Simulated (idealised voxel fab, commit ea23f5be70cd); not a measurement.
The process module that follows is named voxel wiring stack.
The width of the displayed cross-section, cut, is 225 nm; its cells are square, with a size of 5 nm.
Each cross-section below is a grid of square cells, stated as bands in top-down order, with one or more rows of cells making up each band.
Quick guide to a band line: top height, bottom height (nm) up front; then every material left to right with its width in nm. Only one material and it's marked "everywhere"? Then it fills the band edge to edge. And "air" just means empty space.
A quick word on heights: they are counted from 0, and under that level the wafer as it came to us is one material throughout. The lowest band is different from the rest in having no bottom; it simply continues downward, written as in "0 and below".
Quick explanation for "30 to 40": the width changes in equal steps down the rows of cells, from the first number in the band's top row to the second number in its bottom row.
Where the words "no alterations made" appear for a step, the cross-section shows no cell changed by that step; every cell remained as before.
Enclosed voids (no open way to top), threshold 8 cells or more, entry "Closed internal cavities", notation width x height at distance, distance from left edge, nm.
That trailing text on a step's line, after the settings, is the simulator's own remark on the step.
The optional step-line setting "overlay nm" applies to steps with a mask and quantifies how far to the right of its planned location the mask lay, a negative value indicating leftward placement.
-- Process steps foreseen in the plan
1 op RECEIVE | material Si
2 op CONFORMAL_DEP | material SiO2 | thk nm 10
3 op DIRECTIONAL_DEP | material TiN | thk nm 5
4 op DIRECTIONAL_DEP | material Ru | thk nm 20
5 op DIRECTIONAL_DEP | material aC | thk nm 10
6 op PATTERN | tone cover | mask id METAL_1 | material resist | width nm 30 | pitch nm 50 | thk nm 30 | overlay nm 0
7 op DIRECTIONAL_ETCH | etch materials aC | depth nm 10
8 op STRIP | etch materials resist
9 op DIRECTIONAL_ETCH | etch materials Ru | depth nm 20
10 op DIRECTIONAL_ETCH | etch materials TiN | depth nm 5
11 op STRIP | etch materials aC
12 op CONFORMAL_DEP | material SiCN | thk nm 5
13 op FILL_DEP | material lowk | thk nm 5
14 op CMP | height nm 35
15 op CONFORMAL_DEP | material SiCN | thk nm 5
16 op DIRECTIONAL_DEP | material lowk | thk nm 15
17 op MASKED_ETCH | tone open | mask id PLUG_1 | width nm 15 | pitch nm 50 | etch materials lowk | depth nm 15 | overlay nm 0
18 op MASKED_ETCH | tone open | mask id PLUG_1 | width nm 15 | pitch nm 50 | etch materials SiCN | depth nm 5 | overlay nm 0
19 op CONFORMAL_DEP | material TiN | thk nm 5
20 op FILL_DEP | material Cu | thk nm 10
21 op CMP | height nm 55
22 op DIRECTIONAL_DEP | material TiN | thk nm 5
23 op DIRECTIONAL_DEP | material W | thk nm 20
24 op PATTERN | tone cover | mask id METAL_2 | material resist | width nm 30 | pitch nm 50 | thk nm 15 | overlay nm 0
25 op DIRECTIONAL_ETCH | etch materials W | depth nm 20
26 op DIRECTIONAL_ETCH | etch materials TiN | depth nm 5
27 op STRIP | etch materials resist
28 op FILL_DEP | material lowk | thk nm 5
29 op CMP | height nm 80
30 op CONFORMAL_DEP | material SiCN | thk nm 5
31 op DIRECTIONAL_DEP | material SiO2 | thk nm 10
32 op PATTERN | tone open | mask id PLUG_2 | material resist | width nm 15 | pitch nm 100 | thk nm 20 | overlay nm 0
33 op DIRECTIONAL_ETCH | etch materials SiO2 | depth nm 10
34 op DIRECTIONAL_ETCH | etch materials SiCN | depth nm 5
35 op STRIP | etch materials resist
36 op EPI | material Ru | thk nm 10
37 op EPI | material Ru | thk nm 5
38 op DIRECTIONAL_DEP | material TiN | thk nm 5
39 op DIRECTIONAL_DEP | material Ru | thk nm 25
40 op PATTERN | tone cover | mask id METAL_3 | material resist | width nm 30 | pitch nm 50 | thk nm 20 | overlay nm 0
41 op DIRECTIONAL_ETCH | etch materials Ru | depth nm 25
42 op DIRECTIONAL_ETCH | etch materials TiN | depth nm 5
43 op STRIP | etch materials resist
44 op FILL_DEP | material lowk | thk nm 10
45 op CMP | height nm 125
46 op CONFORMAL_DEP | material SiN | thk nm 5
-- First of two wafers: run as planned
-- Shown in cross-section is the wafer as received, that is, as it stands after step 1
	0 and below | Si everywhere
	Closed internal cavities: none
-- Upon completion of step 2, the wafer appears in cross-section as shown
	10 down to 0 | SiO2 everywhere
	For the remainder of the cross-section, below 0, there is no change.
-- Upon completion of step 3, the wafer appears in cross-section as shown
	15 down to 10 | TiN everywhere
	For the remainder of the cross-section, below 10, there is no change.
-- Upon completion of step 4, the wafer appears in cross-section as shown
	35 down to 15 | Ru everywhere
	For the remainder of the cross-section, below 15, there is no change.
-- Upon completion of step 5, the wafer appears in cross-section as shown
	45 down to 35 | aC everywhere
	For the remainder of the cross-section, below 35, there is no change.
-- Upon completion of step 6, the wafer appears in cross-section as shown
	75 down to 45 | 20 air / 30 resist / 20 air / 30 resist / 20 air / 30 resist / 20 air / 30 resist / 25 air
	For the remainder of the cross-section, below 45, there is no change.
-- Upon completion of step 7, the wafer appears in cross-section as shown
	65 down to 45 | 20 air / 30 resist / 20 air / 30 resist / 20 air / 30 resist / 20 air / 30 resist / 25 air
	45 down to 35 | 20 air / 30 aC / 20 air / 30 aC / 20 air / 30 aC / 20 air / 30 aC / 25 air
	For the remainder of the cross-section, below 35, there is no change.
-- Upon completion of step 8, the wafer appears in cross-section as shown
	45 down to 35 | 20 air / 30 aC / 20 air / 30 aC / 20 air / 30 aC / 20 air / 30 aC / 25 air
	For the remainder of the cross-section, below 35, there is no change.
-- Upon completion of step 9, the wafer appears in cross-section as shown
	45 down to 35 | 20 air / 30 aC / 20 air / 30 aC / 20 air / 30 aC / 20 air / 30 aC / 25 air
	35 down to 15 | 20 air / 30 Ru / 20 air / 30 Ru / 20 air / 30 Ru / 20 air / 30 Ru / 25 air
	For the remainder of the cross-section, below 15, there is no change.
-- Upon completion of step 10, the wafer appears in cross-section as shown
	45 down to 35 | 20 air / 30 aC / 20 air / 30 aC / 20 air / 30 aC / 20 air / 30 aC / 25 air
	35 down to 15 | 20 air / 30 Ru / 20 air / 30 Ru / 20 air / 30 Ru / 20 air / 30 Ru / 25 air
	15 down to 10 | 20 air / 30 TiN / 20 air / 30 TiN / 20 air / 30 TiN / 20 air / 30 TiN / 25 air
	For the remainder of the cross-section, below 10, there is no change.
-- Upon completion of step 11, the wafer appears in cross-section as shown
	35 down to 15 | 20 air / 30 Ru / 20 air / 30 Ru / 20 air / 30 Ru / 20 air / 30 Ru / 25 air
	For the remainder of the cross-section, below 15, there is no change.
-- Upon completion of step 12, the wafer appears in cross-section as shown
	40 down to 35 | 15 air / 40 SiCN / 10 air / 40 SiCN / 10 air / 40 SiCN / 10 air / 40 SiCN / 20 air
	35 down to 15 | 15 air / 5 SiCN / 30 Ru / 5 SiCN / 10 air / 5 SiCN / 30 Ru / 5 SiCN / 10 air / 5 SiCN / 30 Ru / 5 SiCN / 10 air / 5 SiCN / 30 Ru / 5 SiCN / 20 air
	15 down to 10 | 20 SiCN / 30 TiN / 20 SiCN / 30 TiN / 20 SiCN / 30 TiN / 20 SiCN / 30 TiN / 25 SiCN
	For the remainder of the cross-section, below 10, there is no change.
-- Upon completion of step 13, the wafer appears in cross-section as shown
	45 down to 40 | lowk everywhere
	40 down to 35 | 15 lowk / 40 SiCN / 10 lowk / 40 SiCN / 10 lowk / 40 SiCN / 10 lowk / 40 SiCN / 20 lowk
	35 down to 15 | 15 lowk / 5 SiCN / 30 Ru / 5 SiCN / 10 lowk / 5 SiCN / 30 Ru / 5 SiCN / 10 lowk / 5 SiCN / 30 Ru / 5 SiCN / 10 lowk / 5 SiCN / 30 Ru / 5 SiCN / 20 lowk
	For the remainder of the cross-section, below 15, there is no change.
-- Upon completion of step 14, the wafer appears in cross-section as shown
	35 down to 15 | 15 lowk / 5 SiCN / 30 Ru / 5 SiCN / 10 lowk / 5 SiCN / 30 Ru / 5 SiCN / 10 lowk / 5 SiCN / 30 Ru / 5 SiCN / 10 lowk / 5 SiCN / 30 Ru / 5 SiCN / 20 lowk
	For the remainder of the cross-section, below 15, there is no change.
-- Upon completion of step 15, the wafer appears in cross-section as shown
	40 down to 35 | SiCN everywhere
	For the remainder of the cross-section, below 35, there is no change.
-- Upon completion of step 16, the wafer appears in cross-section as shown
	55 down to 40 | lowk everywhere
	For the remainder of the cross-section, below 40, there is no change.
-- Upon completion of step 17, the wafer appears in cross-section as shown
	55 down to 40 | 20 lowk / 15 air / 35 lowk / 15 air / 35 lowk / 15 air / 35 lowk / 15 air / 40 lowk
	For the remainder of the cross-section, below 40, there is no change.
-- Upon completion of step 18, the wafer appears in cross-section as shown
	55 down to 40 | 20 lowk / 15 air / 35 lowk / 15 air / 35 lowk / 15 air / 35 lowk / 15 air / 40 lowk
	40 down to 35 | 20 SiCN / 15 air / 35 SiCN / 15 air / 35 SiCN / 15 air / 35 SiCN / 15 air / 40 SiCN
	For the remainder of the cross-section, below 35, there is no change.
-- Upon completion of step 19, the wafer appears in cross-section as shown
	60 down to 55 | 25 TiN / 5 air / 45 TiN / 5 air / 45 TiN / 5 air / 45 TiN / 5 air / 45 TiN
	55 down to 40 | 20 lowk / 5 TiN / 5 air / 5 TiN / 35 lowk / 5 TiN / 5 air / 5 TiN / 35 lowk / 5 TiN / 5 air / 5 TiN / 35 lowk / 5 TiN / 5 air / 5 TiN / 40 lowk
	40 down to 35 | 20 SiCN / 15 TiN / 35 SiCN / 15 TiN / 35 SiCN / 15 TiN / 35 SiCN / 15 TiN / 40 SiCN
	For the remainder of the cross-section, below 35, there is no change.
-- Upon completion of step 20, the wafer appears in cross-section as shown
	70 down to 60 | Cu everywhere
	60 down to 55 | 25 TiN / 5 Cu / 45 TiN / 5 Cu / 45 TiN / 5 Cu / 45 TiN / 5 Cu / 45 TiN
	55 down to 40 | 20 lowk / 5 TiN / 5 Cu / 5 TiN / 35 lowk / 5 TiN / 5 Cu / 5 TiN / 35 lowk / 5 TiN / 5 Cu / 5 TiN / 35 lowk / 5 TiN / 5 Cu / 5 TiN / 40 lowk
	For the remainder of the cross-section, below 40, there is no change.
-- Upon completion of step 21, the wafer appears in cross-section as shown
	55 down to 40 | 20 lowk / 5 TiN / 5 Cu / 5 TiN / 35 lowk / 5 TiN / 5 Cu / 5 TiN / 35 lowk / 5 TiN / 5 Cu / 5 TiN / 35 lowk / 5 TiN / 5 Cu / 5 TiN / 40 lowk
	For the remainder of the cross-section, below 40, there is no change.
-- Upon completion of step 22, the wafer appears in cross-section as shown
	60 down to 55 | TiN everywhere
	For the remainder of the cross-section, below 55, there is no change.
-- Upon completion of step 23, the wafer appears in cross-section as shown
	80 down to 60 | W everywhere
	For the remainder of the cross-section, below 60, there is no change.
-- Upon completion of step 24, the wafer appears in cross-section as shown
	95 down to 80 | 20 air / 30 resist / 20 air / 30 resist / 20 air / 30 resist / 20 air / 30 resist / 25 air
	For the remainder of the cross-section, below 80, there is no change.
-- Upon completion of step 25, the wafer appears in cross-section as shown
	95 down to 80 | 20 air / 30 resist / 20 air / 30 resist / 20 air / 30 resist / 20 air / 30 resist / 25 air
	80 down to 60 | 20 air / 30 W / 20 air / 30 W / 20 air / 30 W / 20 air / 30 W / 25 air
	For the remainder of the cross-section, below 60, there is no change.
-- Upon completion of step 26, the wafer appears in cross-section as shown
	95 down to 80 | 20 air / 30 resist / 20 air / 30 resist / 20 air / 30 resist / 20 air / 30 resist / 25 air
	80 down to 60 | 20 air / 30 W / 20 air / 30 W / 20 air / 30 W / 20 air / 30 W / 25 air
	60 down to 55 | 20 air / 30 TiN / 20 air / 30 TiN / 20 air / 30 TiN / 20 air / 30 TiN / 25 air
	For the remainder of the cross-section, below 55, there is no change.
-- Upon completion of step 27, the wafer appears in cross-section as shown
	80 down to 60 | 20 air / 30 W / 20 air / 30 W / 20 air / 30 W / 20 air / 30 W / 25 air
	For the remainder of the cross-section, below 60, there is no change.
-- Upon completion of step 28, the wafer appears in cross-section as shown
	85 down to 80 | lowk everywhere
	80 down to 60 | 20 lowk / 30 W / 20 lowk / 30 W / 20 lowk / 30 W / 20 lowk / 30 W / 25 lowk
	60 down to 55 | 20 lowk / 30 TiN / 20 lowk / 30 TiN / 20 lowk / 30 TiN / 20 lowk / 30 TiN / 25 lowk
	For the remainder of the cross-section, below 55, there is no change.
-- Upon completion of step 29, the wafer appears in cross-section as shown
	80 down to 60 | 20 lowk / 30 W / 20 lowk / 30 W / 20 lowk / 30 W / 20 lowk / 30 W / 25 lowk
	For the remainder of the cross-section, below 60, there is no change.
-- Upon completion of step 30, the wafer appears in cross-section as shown
	85 down to 80 | SiCN everywhere
	For the remainder of the cross-section, below 80, there is no change.
-- Upon completion of step 31, the wafer appears in cross-section as shown
	95 down to 85 | SiO2 everywhere
	For the remainder of the cross-section, below 85, there is no change.
-- Upon completion of step 32, the wafer appears in cross-section as shown
	115 down to 95 | 20 resist / 15 air / 85 resist / 15 air / 90 resist
	For the remainder of the cross-section, below 95, there is no change.
-- Upon completion of step 33, the wafer appears in cross-section as shown
	115 down to 95 | 20 resist / 15 air / 85 resist / 15 air / 90 resist
	95 down to 85 | 20 SiO2 / 15 air / 85 SiO2 / 15 air / 90 SiO2
	For the remainder of the cross-section, below 85, there is no change.
-- Upon completion of step 34, the wafer appears in cross-section as shown
	115 down to 95 | 20 resist / 15 air / 85 resist / 15 air / 90 resist
	95 down to 85 | 20 SiO2 / 15 air / 85 SiO2 / 15 air / 90 SiO2
	85 down to 80 | 20 SiCN / 15 air / 85 SiCN / 15 air / 90 SiCN
	For the remainder of the cross-section, below 80, there is no change.
-- Upon completion of step 35, the wafer appears in cross-section as shown
	95 down to 85 | 20 SiO2 / 15 air / 85 SiO2 / 15 air / 90 SiO2
	For the remainder of the cross-section, below 85, there is no change.
-- Upon completion of step 36, the wafer appears in cross-section as shown
	95 down to 90 | 20 SiO2 / 15 air / 85 SiO2 / 15 air / 90 SiO2
	90 down to 85 | 20 SiO2 / 15 Ru / 85 SiO2 / 15 Ru / 90 SiO2
	85 down to 80 | 20 SiCN / 15 Ru / 85 SiCN / 15 Ru / 90 SiCN
	For the remainder of the cross-section, below 80, there is no change.
-- Upon completion of step 37, the wafer appears in cross-section as shown
	95 down to 85 | 20 SiO2 / 15 Ru / 85 SiO2 / 15 Ru / 90 SiO2
	For the remainder of the cross-section, below 85, there is no change.
-- Upon completion of step 38, the wafer appears in cross-section as shown
	100 down to 95 | TiN everywhere
	For the remainder of the cross-section, below 95, there is no change.
-- Upon completion of step 39, the wafer appears in cross-section as shown
	125 down to 100 | Ru everywhere
	For the remainder of the cross-section, below 100, there is no change.
-- Upon completion of step 40, the wafer appears in cross-section as shown
	145 down to 125 | 20 air / 30 resist / 20 air / 30 resist / 20 air / 30 resist / 20 air / 30 resist / 25 air
	For the remainder of the cross-section, below 125, there is no change.
-- Upon completion of step 41, the wafer appears in cross-section as shown
	145 down to 125 | 20 air / 30 resist / 20 air / 30 resist / 20 air / 30 resist / 20 air / 30 resist / 25 air
	125 down to 100 | 20 air / 30 Ru / 20 air / 30 Ru / 20 air / 30 Ru / 20 air / 30 Ru / 25 air
	For the remainder of the cross-section, below 100, there is no change.
-- Upon completion of step 42, the wafer appears in cross-section as shown
	145 down to 125 | 20 air / 30 resist / 20 air / 30 resist / 20 air / 30 resist / 20 air / 30 resist / 25 air
	125 down to 100 | 20 air / 30 Ru / 20 air / 30 Ru / 20 air / 30 Ru / 20 air / 30 Ru / 25 air
	100 down to 95 | 20 air / 30 TiN / 20 air / 30 TiN / 20 air / 30 TiN / 20 air / 30 TiN / 25 air
	For the remainder of the cross-section, below 95, there is no change.
-- Upon completion of step 43, the wafer appears in cross-section as shown
	125 down to 100 | 20 air / 30 Ru / 20 air / 30 Ru / 20 air / 30 Ru / 20 air / 30 Ru / 25 air
	For the remainder of the cross-section, below 100, there is no change.
-- Upon completion of step 44, the wafer appears in cross-section as shown
	135 down to 125 | lowk everywhere
	125 down to 100 | 20 lowk / 30 Ru / 20 lowk / 30 Ru / 20 lowk / 30 Ru / 20 lowk / 30 Ru / 25 lowk
	100 down to 95 | 20 lowk / 30 TiN / 20 lowk / 30 TiN / 20 lowk / 30 TiN / 20 lowk / 30 TiN / 25 lowk
	For the remainder of the cross-section, below 95, there is no change.
-- Upon completion of step 45, the wafer appears in cross-section as shown
	125 down to 100 | 20 lowk / 30 Ru / 20 lowk / 30 Ru / 20 lowk / 30 Ru / 20 lowk / 30 Ru / 25 lowk
	For the remainder of the cross-section, below 100, there is no change.
-- Upon completion of step 46, the wafer appears in cross-section as shown
	130 down to 125 | SiN everywhere
	For the remainder of the cross-section, below 125, there is no change.
-- Now the other wafer: same start, same recipe, but we messed up one thing when running it. Up to and including step 35 it's the same as the first one
-- Cross-section of the second wafer at the time by which step 36 should have been completed according to the plan
	100 down to 95 | 15 air / 25 Ru / 75 air / 25 Ru / 85 air
	95 down to 85 | 20 SiO2 / 15 Ru / 85 SiO2 / 15 Ru / 90 SiO2
	85 down to 80 | 20 SiCN / 15 Ru / 85 SiCN / 15 Ru / 90 SiCN
	For the remainder of the cross-section, below 80, there is no change.
-- Cross-section of the second wafer at the time by which step 37 should have been completed according to the plan
	105 down to 95 | 10 air / 35 Ru / 65 air / 35 Ru / 80 air
	For the remainder of the cross-section, below 95, there is no change.
-- Cross-section of the second wafer at the time by which step 38 should have been completed according to the plan
	110 down to 105 | 10 air / 35 TiN / 65 air / 35 TiN / 80 air
	105 down to 100 | 10 air / 35 Ru / 65 air / 35 Ru / 80 air
	100 down to 95 | 10 TiN / 35 Ru / 65 TiN / 35 Ru / 80 TiN
	For the remainder of the cross-section, below 95, there is no change.
-- Cross-section of the second wafer at the time by which step 39 should have been completed according to the plan
	135 down to 125 | 10 air / 35 Ru / 65 air / 35 Ru / 80 air
	125 down to 110 | Ru everywhere
	110 down to 105 | 10 Ru / 35 TiN / 65 Ru / 35 TiN / 80 Ru
	105 down to 100 | Ru everywhere
	For the remainder of the cross-section, below 100, there is no change.
-- Cross-section of the second wafer at the time by which step 40 should have been completed according to the plan
	155 down to 135 | 20 air / 30 resist / 20 air / 30 resist / 20 air / 30 resist / 20 air / 30 resist / 25 air
	135 down to 125 | 10 air / 35 Ru / 5 resist / 20 air / 30 resist / 10 air / 35 Ru / 5 resist / 20 air / 30 resist / 25 air
	For the remainder of the cross-section, below 125, there is no change.
-- Cross-section of the second wafer at the time by which step 41 should have been completed according to the plan
	155 down to 135 | 20 air / 30 resist / 20 air / 30 resist / 20 air / 30 resist / 20 air / 30 resist / 25 air
	135 down to 125 | 20 air / 25 Ru / 5 resist / 20 air / 30 resist / 20 air / 25 Ru / 5 resist / 20 air / 30 resist / 25 air
	125 down to 110 | 20 air / 30 Ru / 20 air / 30 Ru / 20 air / 30 Ru / 20 air / 30 Ru / 25 air
	110 down to 105 | 10 air / 35 TiN / 5 Ru / 20 air / 30 Ru / 10 air / 35 TiN / 5 Ru / 20 air / 30 Ru / 25 air
	105 down to 100 | 10 air / 40 Ru / 20 air / 30 Ru / 10 air / 40 Ru / 20 air / 30 Ru / 25 air
	For the remainder of the cross-section, below 100, there is no change.
-- Cross-section of the second wafer at the time by which step 42 should have been completed according to the plan
	155 down to 135 | 20 air / 30 resist / 20 air / 30 resist / 20 air / 30 resist / 20 air / 30 resist / 25 air
	135 down to 125 | 20 air / 25 Ru / 5 resist / 20 air / 30 resist / 20 air / 25 Ru / 5 resist / 20 air / 30 resist / 25 air
	125 down to 110 | 20 air / 30 Ru / 20 air / 30 Ru / 20 air / 30 Ru / 20 air / 30 Ru / 25 air
	110 down to 105 | 20 air / 25 TiN / 5 Ru / 20 air / 30 Ru / 20 air / 25 TiN / 5 Ru / 20 air / 30 Ru / 25 air
	105 down to 100 | 10 air / 40 Ru / 20 air / 30 Ru / 10 air / 40 Ru / 20 air / 30 Ru / 25 air
	100 down to 95 | 10 air / 35 Ru / 5 TiN / 20 air / 30 TiN / 10 air / 35 Ru / 5 TiN / 20 air / 30 TiN / 25 air
	For the remainder of the cross-section, below 95, there is no change.
-- Cross-section of the second wafer at the time by which step 43 should have been completed according to the plan
	135 down to 125 | 20 air / 25 Ru / 75 air / 25 Ru / 80 air
	For the remainder of the cross-section, below 125, there is no change.
-- Cross-section of the second wafer at the time by which step 44 should have been completed according to the plan
	145 down to 135 | lowk everywhere
	135 down to 125 | 20 lowk / 25 Ru / 75 lowk / 25 Ru / 80 lowk
	125 down to 110 | 20 lowk / 30 Ru / 20 lowk / 30 Ru / 20 lowk / 30 Ru / 20 lowk / 30 Ru / 25 lowk
	110 down to 105 | 20 lowk / 25 TiN / 5 Ru / 20 lowk / 30 Ru / 20 lowk / 25 TiN / 5 Ru / 20 lowk / 30 Ru / 25 lowk
	105 down to 100 | 10 lowk / 40 Ru / 20 lowk / 30 Ru / 10 lowk / 40 Ru / 20 lowk / 30 Ru / 25 lowk
	100 down to 95 | 10 lowk / 35 Ru / 5 TiN / 20 lowk / 30 TiN / 10 lowk / 35 Ru / 5 TiN / 20 lowk / 30 TiN / 25 lowk
	For the remainder of the cross-section, below 95, there is no change.
-- Cross-section of the second wafer at the time by which step 45 should have been completed according to the plan
	125 down to 110 | 20 lowk / 30 Ru / 20 lowk / 30 Ru / 20 lowk / 30 Ru / 20 lowk / 30 Ru / 25 lowk
	For the remainder of the cross-section, below 110, there is no change.
-- Cross-section of the second wafer at the time by which step 46 should have been completed according to the plan
	130 down to 125 | SiN everywhere
	For the remainder of the cross-section, below 125, there is no change.
Run error: step 36 in the plan was executed twice
End check, counted in cells, second wafer has more or fewer of these materials than the first: Ru +8; lowk -8
